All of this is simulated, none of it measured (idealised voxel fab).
A process module follows: voxel wiring stack.
Square cells of 5 nm make up the cross-section cut, whose width is 225 nm.
Cross-section = grid of square cells, listed top down in bands; band = one or more rows. This entry defines a band. It first specifies the height of the band's top and the height of its bottom in nm, and then specifies the band's materials from left to right, stating each material with its width in nm. The word "full width" identifies a single material that fills the band from edge to edge, while the word "air" identifies empty space. Where do heights start? At 0: under that level the wafer as delivered is made of one material only. And the lowest band has no floor; it just carries on downward, as in "0 down". With a width like "30..40", each row of cells in the band differs from the next by the same amount, the top row carrying the first number and the bottom row the second. Key: "same as before" - step with no changed cell in the cross-section. Listed in "Closed void list": every empty space of 8 or more cells without an open way to the top. Form: width x height at distance, the distance being from the left edge, all in nm. Post-settings text on a step line: simulator's own remark regarding the step. If you see "overlay nm" on a step's line and that step has a mask, it's telling you how far right of where it was planned the mask ended up; a negative number means it went left instead.

# The process steps that were planned are listed below
| 1 | RECEIVE | material Si |
| 2 | CONFORMAL_DEP | material SiO2 | thk nm 10 |
| 3 | CONFORMAL_DEP | material SiN | thk nm 5 |
| 4 | DIRECTIONAL_DEP | material SiO2 | thk nm 20 |
| 5 | DIRECTIONAL_DEP | material aC | thk nm 10 |
| 6 | PATTERN | tone open | mask id METAL_1 | material resist | width nm 30 | pitch nm 55 | thk nm 25 | overlay nm 0 |
| 7 | DIRECTIONAL_ETCH | etch materials aC | depth nm 10 |
| 8 | STRIP | etch materials resist |
| 9 | DIRECTIONAL_ETCH | etch materials SiO2 | depth nm 20 |
| 10 | DIRECTIONAL_ETCH | etch materials SiN | depth nm 5 |
| 11 | STRIP | etch materials aC |
| 12 | CONFORMAL_DEP | material TiN | thk nm 5 |
| 13 | FILL_DEP | material Cu | thk nm 5 |
| 14 | CMP | height nm 35 |
| 15 | CONFORMAL_DEP | material SiCN | thk nm 5 |
| 16 | DIRECTIONAL_DEP | material lowk | thk nm 10 |
| 17 | DIRECTIONAL_DEP | material aC | thk nm 10 |
| 18 | PATTERN | tone open | mask id PLUG_1 | material resist | width nm 15 | thk nm 30 | overlay nm 0 |
| 19 | DIRECTIONAL_ETCH | etch materials aC | depth nm 10 |
| 20 | STRIP | etch materials resist |
| 21 | DIRECTIONAL_ETCH | etch materials lowk | depth nm 10 |
| 22 | DIRECTIONAL_ETCH | etch materials SiCN | depth nm 5 |
| 23 | STRIP | etch materials aC |
| 24 | EPI | material Ru | thk nm 10 |
| 25 | EPI | material Ru | thk nm 5 |
| 26 | CONFORMAL_DEP | material SiN | thk nm 5 |
| 27 | DIRECTIONAL_DEP | material lowk | thk nm 15 |
| 28 | DIRECTIONAL_DEP | material aC | thk nm 15 |
| 29 | PATTERN | tone open | mask id METAL_2 | material resist | width nm 30 | pitch nm 55 | thk nm 30 | overlay nm 0 |
| 30 | DIRECTIONAL_ETCH | etch materials aC | depth nm 15 |
| 31 | STRIP | etch materials resist |
| 32 | DIRECTIONAL_ETCH | etch materials lowk | depth nm 15 |
| 33 | DIRECTIONAL_ETCH | etch materials SiN | depth nm 5 |
| 34 | STRIP | etch materials aC |
| 35 | CONFORMAL_DEP | material TiN | thk nm 5 |
| 36 | FILL_DEP | material Ru | thk nm 10 |
| 37 | CMP | height nm 70 |
| 38 | CONFORMAL_DEP | material SiCN | thk nm 5 |
| 39 | DIRECTIONAL_DEP | material SiO2 | thk nm 30 |
| 40 | PATTERN | tone open | mask id METAL_3_HOLES | material resist | width nm 15 | thk nm 20 | overlay nm 0 |
| 41 | DIRECTIONAL_ETCH | etch materials SiO2 | depth nm 30 |
| 42 | STRIP | etch materials resist |
| 43 | MASKED_ETCH | tone open | mask id METAL_3 | width nm 30 | pitch nm 55 | etch materials SiO2 | depth nm 15 | overlay nm 0 |
| 44 | MASKED_ETCH | tone open | mask id METAL_3 | width nm 30 | pitch nm 55 | etch materials SiCN | depth nm 5 | overlay nm 0 |
| 45 | CONFORMAL_DEP | material TiN | thk nm 5 |
| 46 | FILL_DEP | material Ru | thk nm 10 |
| 47 | CMP | height nm 105 |
| 48 | CONFORMAL_DEP | material SiCN | thk nm 5 |

# Below: the first of two wafers, run as planned

# Cross-section, incoming material, after step 1
0 down = Si full width
Closed void list: none

# Presented here is a cross-section of the wafer after step 2 has been performed
10 to 0 = SiO2 full width
Below a height of 0, the structure has not been altered.

# Presented here is a cross-section of the wafer after step 3 has been performed
15 to 10 = SiN full width
Below a height of 10, the structure has not been altered.

# Presented here is a cross-section of the wafer after step 4 has been performed
35 to 15 = SiO2 full width
Below a height of 15, the structure has not been altered.

# Presented here is a cross-section of the wafer after step 5 has been performed
45 to 35 = aC full width
Below a height of 35, the structure has not been altered.

# Presented here is a cross-section of the wafer after step 6 has been performed
70 to 45 = resist 70 nm | air 30 nm | resist 25 nm | air 30 nm | resist 70 nm
Below a height of 45, the structure has not been altered.

# Presented here is a cross-section of the wafer after step 7 has been performed
60 to 45 = resist 70 nm | air 30 nm | resist 25 nm | air 30 nm | resist 70 nm
45 to 35 = aC 70 nm | air 30 nm | aC 25 nm | air 30 nm | aC 70 nm
Below a height of 35, the structure has not been altered.

# Presented here is a cross-section of the wafer after step 8 has been performed
45 to 35 = aC 70 nm | air 30 nm | aC 25 nm | air 30 nm | aC 70 nm
Below a height of 35, the structure has not been altered.

# Presented here is a cross-section of the wafer after step 9 has been performed
45 to 35 = aC 70 nm | air 30 nm | aC 25 nm | air 30 nm | aC 70 nm
35 to 15 = SiO2 70 nm | air 30 nm | SiO2 25 nm | air 30 nm | SiO2 70 nm
Below a height of 15, the structure has not been altered.

# Presented here is a cross-section of the wafer after step 10 has been performed
45 to 35 = aC 70 nm | air 30 nm | aC 25 nm | air 30 nm | aC 70 nm
35 to 15 = SiO2 70 nm | air 30 nm | SiO2 25 nm | air 30 nm | SiO2 70 nm
15 to 10 = SiN 70 nm | air 30 nm | SiN 25 nm | air 30 nm | SiN 70 nm
Below a height of 10, the structure has not been altered.

# Presented here is a cross-section of the wafer after step 11 has been performed
35 to 15 = SiO2 70 nm | air 30 nm | SiO2 25 nm | air 30 nm | SiO2 70 nm
Below a height of 15, the structure has not been altered.

# Presented here is a cross-section of the wafer after step 12 has been performed
40 to 35 = TiN 75 nm | air 20 nm | TiN 35 nm | air 20 nm | TiN 75 nm
35 to 15 = SiO2 70 nm | TiN 5 nm | air 20 nm | TiN 5 nm | SiO2 25 nm | TiN 5 nm | air 20 nm | TiN 5 nm | SiO2 70 nm
15 to 10 = SiN 70 nm | TiN 30 nm | SiN 25 nm | TiN 30 nm | SiN 70 nm
Below a height of 10, the structure has not been altered.

# Presented here is a cross-section of the wafer after step 13 has been performed
45 to 40 = Cu full width
40 to 35 = TiN 75 nm | Cu 20 nm | TiN 35 nm | Cu 20 nm | TiN 75 nm
35 to 15 = SiO2 70 nm | TiN 5 nm | Cu 20 nm | TiN 5 nm | SiO2 25 nm | TiN 5 nm | Cu 20 nm | TiN 5 nm | SiO2 70 nm
Below a height of 15, the structure has not been altered.

# Presented here is a cross-section of the wafer after step 14 has been performed
35 to 15 = SiO2 70 nm | TiN 5 nm | Cu 20 nm | TiN 5 nm | SiO2 25 nm | TiN 5 nm | Cu 20 nm | TiN 5 nm | SiO2 70 nm
Below a height of 15, the structure has not been altered.

# Presented here is a cross-section of the wafer after step 15 has been performed
40 to 35 = SiCN full width
Below a height of 35, the structure has not been altered.

# Presented here is a cross-section of the wafer after step 16 has been performed
50 to 40 = lowk full width
Below a height of 40, the structure has not been altered.

# Presented here is a cross-section of the wafer after step 17 has been performed
60 to 50 = aC full width
Below a height of 50, the structure has not been altered.

# Presented here is a cross-section of the wafer after step 18 has been performed
90 to 60 = resist 70 nm | air 15 nm | resist 140 nm
Below a height of 60, the structure has not been altered.

# Presented here is a cross-section of the wafer after step 19 has been performed
80 to 60 = resist 70 nm | air 15 nm | resist 140 nm
60 to 50 = aC 70 nm | air 15 nm | aC 140 nm
Below a height of 50, the structure has not been altered.

# Presented here is a cross-section of the wafer after step 20 has been performed
60 to 50 = aC 70 nm | air 15 nm | aC 140 nm
Below a height of 50, the structure has not been altered.

# Presented here is a cross-section of the wafer after step 21 has been performed
60 to 50 = aC 70 nm | air 15 nm | aC 140 nm
50 to 40 = lowk 70 nm | air 15 nm | lowk 140 nm
Below a height of 40, the structure has not been altered.

# Presented here is a cross-section of the wafer after step 22 has been performed
60 to 50 = aC 70 nm | air 15 nm | aC 140 nm
50 to 40 = lowk 70 nm | air 15 nm | lowk 140 nm
40 to 35 = SiCN 70 nm | air 15 nm | SiCN 140 nm
Below a height of 35, the structure has not been altered.

# Presented here is a cross-section of the wafer after step 23 has been performed
50 to 40 = lowk 70 nm | air 15 nm | lowk 140 nm
Below a height of 40, the structure has not been altered.

# Presented here is a cross-section of the wafer after step 24 has been performed
50 to 45 = lowk 70 nm | air 15 nm | lowk 140 nm
45 to 40 = lowk 70 nm | Ru 15 nm | lowk 140 nm
40 to 35 = SiCN 70 nm | Ru 15 nm | SiCN 140 nm
Below a height of 35, the structure has not been altered.

# Presented here is a cross-section of the wafer after step 25 has been performed
50 to 40 = lowk 70 nm | Ru 15 nm | lowk 140 nm
Below a height of 40, the structure has not been altered.

# Presented here is a cross-section of the wafer after step 26 has been performed
55 to 50 = SiN full width
Below a height of 50, the structure has not been altered.

# Presented here is a cross-section of the wafer after step 27 has been performed
70 to 55 = lowk full width
Below a height of 55, the structure has not been altered.

# Presented here is a cross-section of the wafer after step 28 has been performed
85 to 70 = aC full width
Below a height of 70, the structure has not been altered.

# Presented here is a cross-section of the wafer after step 29 has been performed
115 to 85 = resist 70 nm | air 30 nm | resist 25 nm | air 30 nm | resist 70 nm
Below a height of 85, the structure has not been altered.

# Presented here is a cross-section of the wafer after step 30 has been performed
100 to 85 = resist 70 nm | air 30 nm | resist 25 nm | air 30 nm | resist 70 nm
85 to 70 = aC 70 nm | air 30 nm | aC 25 nm | air 30 nm | aC 70 nm
Below a height of 70, the structure has not been altered.

# Presented here is a cross-section of the wafer after step 31 has been performed
85 to 70 = aC 70 nm | air 30 nm | aC 25 nm | air 30 nm | aC 70 nm
Below a height of 70, the structure has not been altered.

# Presented here is a cross-section of the wafer after step 32 has been performed
85 to 70 = aC 70 nm | air 30 nm | aC 25 nm | air 30 nm | aC 70 nm
70 to 55 = lowk 70 nm | air 30 nm | lowk 25 nm | air 30 nm | lowk 70 nm
Below a height of 55, the structure has not been altered.

# Presented here is a cross-section of the wafer after step 33 has been performed
85 to 70 = aC 70 nm | air 30 nm | aC 25 nm | air 30 nm | aC 70 nm
70 to 55 = lowk 70 nm | air 30 nm | lowk 25 nm | air 30 nm | lowk 70 nm
55 to 50 = SiN 70 nm | air 30 nm | SiN 25 nm | air 30 nm | SiN 70 nm
Below a height of 50, the structure has not been altered.

# Presented here is a cross-section of the wafer after step 34 has been performed
70 to 55 = lowk 70 nm | air 30 nm | lowk 25 nm | air 30 nm | lowk 70 nm
Below a height of 55, the structure has not been altered.

# Presented here is a cross-section of the wafer after step 35 has been performed
75 to 70 = TiN 75 nm | air 20 nm | TiN 35 nm | air 20 nm | TiN 75 nm
70 to 55 = lowk 70 nm | TiN 5 nm | air 20 nm | TiN 5 nm | lowk 25 nm | TiN 5 nm | air 20 nm | TiN 5 nm | lowk 70 nm
55 to 50 = SiN 70 nm | TiN 30 nm | SiN 25 nm | TiN 30 nm | SiN 70 nm
Below a height of 50, the structure has not been altered.

# Presented here is a cross-section of the wafer after step 36 has been performed
85 to 75 = Ru full width
75 to 70 = TiN 75 nm | Ru 20 nm | TiN 35 nm | Ru 20 nm | TiN 75 nm
70 to 55 = lowk 70 nm | TiN 5 nm | Ru 20 nm | TiN 5 nm | lowk 25 nm | TiN 5 nm | Ru 20 nm | TiN 5 nm | lowk 70 nm
Below a height of 55, the structure has not been altered.

# Presented here is a cross-section of the wafer after step 37 has been performed
70 to 55 = lowk 70 nm | TiN 5 nm | Ru 20 nm | TiN 5 nm | lowk 25 nm | TiN 5 nm | Ru 20 nm | TiN 5 nm | lowk 70 nm
Below a height of 55, the structure has not been altered.

# Presented here is a cross-section of the wafer after step 38 has been performed
75 to 70 = SiCN full width
Below a height of 70, the structure has not been altered.

# Presented here is a cross-section of the wafer after step 39 has been performed
105 to 75 = SiO2 full width
Below a height of 75, the structure has not been altered.

# Presented here is a cross-section of the wafer after step 40 has been performed
125 to 105 = resist 70 nm | air 15 nm | resist 140 nm
Below a height of 105, the structure has not been altered.

# Presented here is a cross-section of the wafer after step 41 has been performed
125 to 105 = resist 70 nm | air 15 nm | resist 140 nm
105 to 75 = SiO2 70 nm | air 15 nm | SiO2 140 nm
Below a height of 75, the structure has not been altered.

# Presented here is a cross-section of the wafer after step 42 has been performed
105 to 75 = SiO2 70 nm | air 15 nm | SiO2 140 nm
Below a height of 75, the structure has not been altered.

# Presented here is a cross-section of the wafer after step 43 has been performed
105 to 90 = SiO2 70 nm | air 30 nm | SiO2 25 nm | air 30 nm | SiO2 70 nm
Below a height of 90, the structure has not been altered.

# Presented here is a cross-section of the wafer after step 44 has been performed
105 to 90 = SiO2 70 nm | air 30 nm | SiO2 25 nm | air 30 nm | SiO2 70 nm
90 to 75 = SiO2 70 nm | air 15 nm | SiO2 140 nm
75 to 70 = SiCN 70 nm | air 15 nm | SiCN 140 nm
Below a height of 70, the structure has not been altered.

# Presented here is a cross-section of the wafer after step 45 has been performed
110 to 105 = TiN 75 nm | air 20 nm | TiN 35 nm | air 20 nm | TiN 75 nm
105 to 95 = SiO2 70 nm | TiN 5 nm | air 20 nm | TiN 5 nm | SiO2 25 nm | TiN 5 nm | air 20 nm | TiN 5 nm | SiO2 70 nm
95 to 90 = SiO2 70 nm | TiN 5 nm | air 5 nm | TiN 20 nm | SiO2 25 nm | TiN 30 nm | SiO2 70 nm
90 to 75 = SiO2 70 nm | TiN 5 nm | air 5 nm | TiN 5 nm | SiO2 140 nm
75 to 70 = SiCN 70 nm | TiN 15 nm | SiCN 140 nm
Below a height of 70, the structure has not been altered.

# Presented here is a cross-section of the wafer after step 46 has been performed
120 to 110 = Ru full width
110 to 105 = TiN 75 nm | Ru 20 nm | TiN 35 nm | Ru 20 nm | TiN 75 nm
105 to 95 = SiO2 70 nm | TiN 5 nm | Ru 20 nm | TiN 5 nm | SiO2 25 nm | TiN 5 nm | Ru 20 nm | TiN 5 nm | SiO2 70 nm
95 to 90 = SiO2 70 nm | TiN 5 nm | Ru 5 nm | TiN 20 nm | SiO2 25 nm | TiN 30 nm | SiO2 70 nm
90 to 75 = SiO2 70 nm | TiN 5 nm | Ru 5 nm | TiN 5 nm | SiO2 140 nm
Below a height of 75, the structure has not been altered.

# Presented here is a cross-section of the wafer after step 47 has been performed
105 to 95 = SiO2 70 nm | TiN 5 nm | Ru 20 nm | TiN 5 nm | SiO2 25 nm | TiN 5 nm | Ru 20 nm | TiN 5 nm | SiO2 70 nm
Below a height of 95, the structure has not been altered.

# Presented here is a cross-section of the wafer after step 48 has been performed
110 to 105 = SiCN full width
Below a height of 105, the structure has not been altered.

# The second wafer was prepared from the same starting point and under the same plan as the first; its processing contained one mistake, and it remains indistinguishable from the first wafer up to and including step 5

# At the planned end of step 6, the second wafer in cross-section
70 to 45 = air 70 nm | resist 30 nm | air 25 nm | resist 30 nm | air 70 nm
Below a height of 45, the structure has not been altered.

# At the planned end of step 7, the second wafer in cross-section
60 to 45 = air 70 nm | resist 30 nm | air 25 nm | resist 30 nm | air 70 nm
45 to 35 = air 70 nm | aC 30 nm | air 25 nm | aC 30 nm | air 70 nm
Below a height of 35, the structure has not been altered.

# At the planned end of step 8, the second wafer in cross-section
45 to 35 = air 70 nm | aC 30 nm | air 25 nm | aC 30 nm | air 70 nm
Below a height of 35, the structure has not been altered.

# At the planned end of step 9, the second wafer in cross-section
45 to 35 = air 70 nm | aC 30 nm | air 25 nm | aC 30 nm | air 70 nm
35 to 15 = air 70 nm | SiO2 30 nm | air 25 nm | SiO2 30 nm | air 70 nm
Below a height of 15, the structure has not been altered.

# At the planned end of step 10, the second wafer in cross-section
45 to 35 = air 70 nm | aC 30 nm | air 25 nm | aC 30 nm | air 70 nm
35 to 15 = air 70 nm | SiO2 30 nm | air 25 nm | SiO2 30 nm | air 70 nm
15 to 10 = air 70 nm | SiN 30 nm | air 25 nm | SiN 30 nm | air 70 nm
Below a height of 10, the structure has not been altered.

# At the planned end of step 11, the second wafer in cross-section
35 to 15 = air 70 nm | SiO2 30 nm | air 25 nm | SiO2 30 nm | air 70 nm
Below a height of 15, the structure has not been altered.

# At the planned end of step 12, the second wafer in cross-section
40 to 35 = air 65 nm | TiN 40 nm | air 15 nm | TiN 40 nm | air 65 nm
35 to 15 = air 65 nm | TiN 5 nm | SiO2 30 nm | TiN 5 nm | air 15 nm | TiN 5 nm | SiO2 30 nm | TiN 5 nm | air 65 nm
15 to 10 = TiN 70 nm | SiN 30 nm | TiN 25 nm | SiN 30 nm | TiN 70 nm
Below a height of 10, the structure has not been altered.

# At the planned end of step 13, the second wafer in cross-section
45 to 40 = Cu full width
40 to 35 = Cu 65 nm | TiN 40 nm | Cu 15 nm | TiN 40 nm | Cu 65 nm
35 to 15 = Cu 65 nm | TiN 5 nm | SiO2 30 nm | TiN 5 nm | Cu 15 nm | TiN 5 nm | SiO2 30 nm | TiN 5 nm | Cu 65 nm
Below a height of 15, the structure has not been altered.

# At the planned end of step 14, the second wafer in cross-section
35 to 15 = Cu 65 nm | TiN 5 nm | SiO2 30 nm | TiN 5 nm | Cu 15 nm | TiN 5 nm | SiO2 30 nm | TiN 5 nm | Cu 65 nm
Below a height of 15, the structure has not been altered.

# At the planned end of step 15, the second wafer in cross-section
40 to 35 = SiCN full width
Below a height of 35, the structure has not been altered.

# At the planned end of step 16, the second wafer in cross-section
50 to 40 = lowk full width
Below a height of 40, the structure has not been altered.

# At the planned end of step 17, the second wafer in cross-section
60 to 50 = aC full width
Below a height of 50, the structure has not been altered.

# At the planned end of step 18, the second wafer in cross-section
90 to 60 = resist 70 nm | air 15 nm | resist 140 nm
Below a height of 60, the structure has not been altered.

# At the planned end of step 19, the second wafer in cross-section
80 to 60 = resist 70 nm | air 15 nm | resist 140 nm
60 to 50 = aC 70 nm | air 15 nm | aC 140 nm
Below a height of 50, the structure has not been altered.

# At the planned end of step 20, the second wafer in cross-section
60 to 50 = aC 70 nm | air 15 nm | aC 140 nm
Below a height of 50, the structure has not been altered.

# At the planned end of step 21, the second wafer in cross-section
60 to 50 = aC 70 nm | air 15 nm | aC 140 nm
50 to 40 = lowk 70 nm | air 15 nm | lowk 140 nm
Below a height of 40, the structure has not been altered.

# At the planned end of step 22, the second wafer in cross-section
60 to 50 = aC 70 nm | air 15 nm | aC 140 nm
50 to 40 = lowk 70 nm | air 15 nm | lowk 140 nm
40 to 35 = SiCN 70 nm | air 15 nm | SiCN 140 nm
Below a height of 35, the structure has not been altered.

# At the planned end of step 23, the second wafer in cross-section
50 to 40 = lowk 70 nm | air 15 nm | lowk 140 nm
Below a height of 40, the structure has not been altered.

At the planned end of step 24, the second wafer in cross-section: same as before

At the planned end of step 25, the second wafer in cross-section: same as before

# At the planned end of step 26, the second wafer in cross-section
55 to 50 = SiN 75 nm | air 5 nm | SiN 145 nm
50 to 40 = lowk 70 nm | SiN 5 nm | air 5 nm | SiN 5 nm | lowk 140 nm
40 to 35 = SiCN 70 nm | SiN 15 nm | SiCN 140 nm
Below a height of 35, the structure has not been altered.

# At the planned end of step 27, the second wafer in cross-section
70 to 55 = lowk 75 nm | air 5 nm | lowk 145 nm
55 to 50 = SiN 75 nm | lowk 5 nm | SiN 145 nm
50 to 40 = lowk 70 nm | SiN 5 nm | lowk 5 nm | SiN 5 nm | lowk 140 nm
Below a height of 40, the structure has not been altered.

# At the planned end of step 28, the second wafer in cross-section
85 to 70 = aC 75 nm | air 5 nm | aC 145 nm
70 to 55 = lowk 75 nm | aC 5 nm | lowk 145 nm
Below a height of 55, the structure has not been altered.

# At the planned end of step 29, the second wafer in cross-section
115 to 85 = resist 70 nm | air 30 nm | resist 25 nm | air 30 nm | resist 70 nm
Below a height of 85, the structure has not been altered.

# At the planned end of step 30, the second wafer in cross-section
100 to 85 = resist 70 nm | air 30 nm | resist 25 nm | air 30 nm | resist 70 nm
85 to 70 = aC 70 nm | air 30 nm | aC 25 nm | air 30 nm | aC 70 nm
70 to 55 = lowk 75 nm | air 5 nm | lowk 145 nm
Below a height of 55, the structure has not been altered.

# At the planned end of step 31, the second wafer in cross-section
85 to 70 = aC 70 nm | air 30 nm | aC 25 nm | air 30 nm | aC 70 nm
Below a height of 70, the structure has not been altered.

# At the planned end of step 32, the second wafer in cross-section
85 to 70 = aC 70 nm | air 30 nm | aC 25 nm | air 30 nm | aC 70 nm
70 to 55 = lowk 70 nm | air 30 nm | lowk 25 nm | air 30 nm | lowk 70 nm
55 to 50 = SiN 75 nm | air 5 nm | SiN 145 nm
50 to 40 = lowk 70 nm | SiN 5 nm | air 5 nm | SiN 5 nm | lowk 140 nm
Below a height of 40, the structure has not been altered.

# At the planned end of step 33, the second wafer in cross-section
85 to 70 = aC 70 nm | air 30 nm | aC 25 nm | air 30 nm | aC 70 nm
70 to 55 = lowk 70 nm | air 30 nm | lowk 25 nm | air 30 nm | lowk 70 nm
55 to 50 = SiN 70 nm | air 30 nm | SiN 25 nm | air 30 nm | SiN 70 nm
50 to 40 = lowk 70 nm | SiN 5 nm | air 5 nm | SiN 5 nm | lowk 140 nm
40 to 35 = SiCN 70 nm | SiN 5 nm | air 5 nm | SiN 5 nm | SiCN 140 nm
Below a height of 35, the structure has not been altered.

# At the planned end of step 34, the second wafer in cross-section
70 to 55 = lowk 70 nm | air 30 nm | lowk 25 nm | air 30 nm | lowk 70 nm
Below a height of 55, the structure has not been altered.

# At the planned end of step 35, the second wafer in cross-section
75 to 70 = TiN 75 nm | air 20 nm | TiN 35 nm | air 20 nm | TiN 75 nm
70 to 55 = lowk 70 nm | TiN 5 nm | air 20 nm | TiN 5 nm | lowk 25 nm | TiN 5 nm | air 20 nm | TiN 5 nm | lowk 70 nm
55 to 50 = SiN 70 nm | TiN 30 nm | SiN 25 nm | TiN 30 nm | SiN 70 nm
50 to 40 = lowk 70 nm | SiN 5 nm | TiN 5 nm | SiN 5 nm | lowk 140 nm
40 to 35 = SiCN 70 nm | SiN 5 nm | TiN 5 nm | SiN 5 nm | SiCN 140 nm
Below a height of 35, the structure has not been altered.

# At the planned end of step 36, the second wafer in cross-section
85 to 75 = Ru full width
75 to 70 = TiN 75 nm | Ru 20 nm | TiN 35 nm | Ru 20 nm | TiN 75 nm
70 to 55 = lowk 70 nm | TiN 5 nm | Ru 20 nm | TiN 5 nm | lowk 25 nm | TiN 5 nm | Ru 20 nm | TiN 5 nm | lowk 70 nm
Below a height of 55, the structure has not been altered.

# At the planned end of step 37, the second wafer in cross-section
70 to 55 = lowk 70 nm | TiN 5 nm | Ru 20 nm | TiN 5 nm | lowk 25 nm | TiN 5 nm | Ru 20 nm | TiN 5 nm | lowk 70 nm
Below a height of 55, the structure has not been altered.

# At the planned end of step 38, the second wafer in cross-section
75 to 70 = SiCN full width
Below a height of 70, the structure has not been altered.

# At the planned end of step 39, the second wafer in cross-section
105 to 75 = SiO2 full width
Below a height of 75, the structure has not been altered.

# At the planned end of step 40, the second wafer in cross-section
125 to 105 = resist 70 nm | air 15 nm | resist 140 nm
Below a height of 105, the structure has not been altered.

# At the planned end of step 41, the second wafer in cross-section
125 to 105 = resist 70 nm | air 15 nm | resist 140 nm
105 to 75 = SiO2 70 nm | air 15 nm | SiO2 140 nm
Below a height of 75, the structure has not been altered.

# At the planned end of step 42, the second wafer in cross-section
105 to 75 = SiO2 70 nm | air 15 nm | SiO2 140 nm
Below a height of 75, the structure has not been altered.

# At the planned end of step 43, the second wafer in cross-section
105 to 90 = SiO2 70 nm | air 30 nm | SiO2 25 nm | air 30 nm | SiO2 70 nm
Below a height of 90, the structure has not been altered.

# At the planned end of step 44, the second wafer in cross-section
105 to 90 = SiO2 70 nm | air 30 nm | SiO2 25 nm | air 30 nm | SiO2 70 nm
90 to 75 = SiO2 70 nm | air 15 nm | SiO2 140 nm
75 to 70 = SiCN 70 nm | air 15 nm | SiCN 140 nm
Below a height of 70, the structure has not been altered.

# At the planned end of step 45, the second wafer in cross-section
110 to 105 = TiN 75 nm | air 20 nm | TiN 35 nm | air 20 nm | TiN 75 nm
105 to 95 = SiO2 70 nm | TiN 5 nm | air 20 nm | TiN 5 nm | SiO2 25 nm | TiN 5 nm | air 20 nm | TiN 5 nm | SiO2 70 nm
95 to 90 = SiO2 70 nm | TiN 5 nm | air 5 nm | TiN 20 nm | SiO2 25 nm | TiN 30 nm | SiO2 70 nm
90 to 75 = SiO2 70 nm | TiN 5 nm | air 5 nm | TiN 5 nm | SiO2 140 nm
75 to 70 = SiCN 70 nm | TiN 15 nm | SiCN 140 nm
Below a height of 70, the structure has not been altered.

# At the planned end of step 46, the second wafer in cross-section
120 to 110 = Ru full width
110 to 105 = TiN 75 nm | Ru 20 nm | TiN 35 nm | Ru 20 nm | TiN 75 nm
105 to 95 = SiO2 70 nm | TiN 5 nm | Ru 20 nm | TiN 5 nm | SiO2 25 nm | TiN 5 nm | Ru 20 nm | TiN 5 nm | SiO2 70 nm
95 to 90 = SiO2 70 nm | TiN 5 nm | Ru 5 nm | TiN 20 nm | SiO2 25 nm | TiN 30 nm | SiO2 70 nm
90 to 75 = SiO2 70 nm | TiN 5 nm | Ru 5 nm | TiN 5 nm | SiO2 140 nm
Below a height of 75, the structure has not been altered.

# At the planned end of step 47, the second wafer in cross-section
105 to 95 = SiO2 70 nm | TiN 5 nm | Ru 20 nm | TiN 5 nm | SiO2 25 nm | TiN 5 nm | Ru 20 nm | TiN 5 nm | SiO2 70 nm
Below a height of 95, the structure has not been altered.

# At the planned end of step 48, the second wafer in cross-section
110 to 105 = SiCN full width
Below a height of 105, the structure has not been altered.
Diagnosis: step 6 ran as: PATTERN | tone cover | mask id METAL_1 | material resist | width nm 30 | pitch nm 55 | thk nm 25 | overlay nm 0
at the end the second wafer has, in cells: Cu: 84 more, Ru: 9 fewer, SiN: 15 fewer, SiO2: 84 fewer, TiN: 24 more
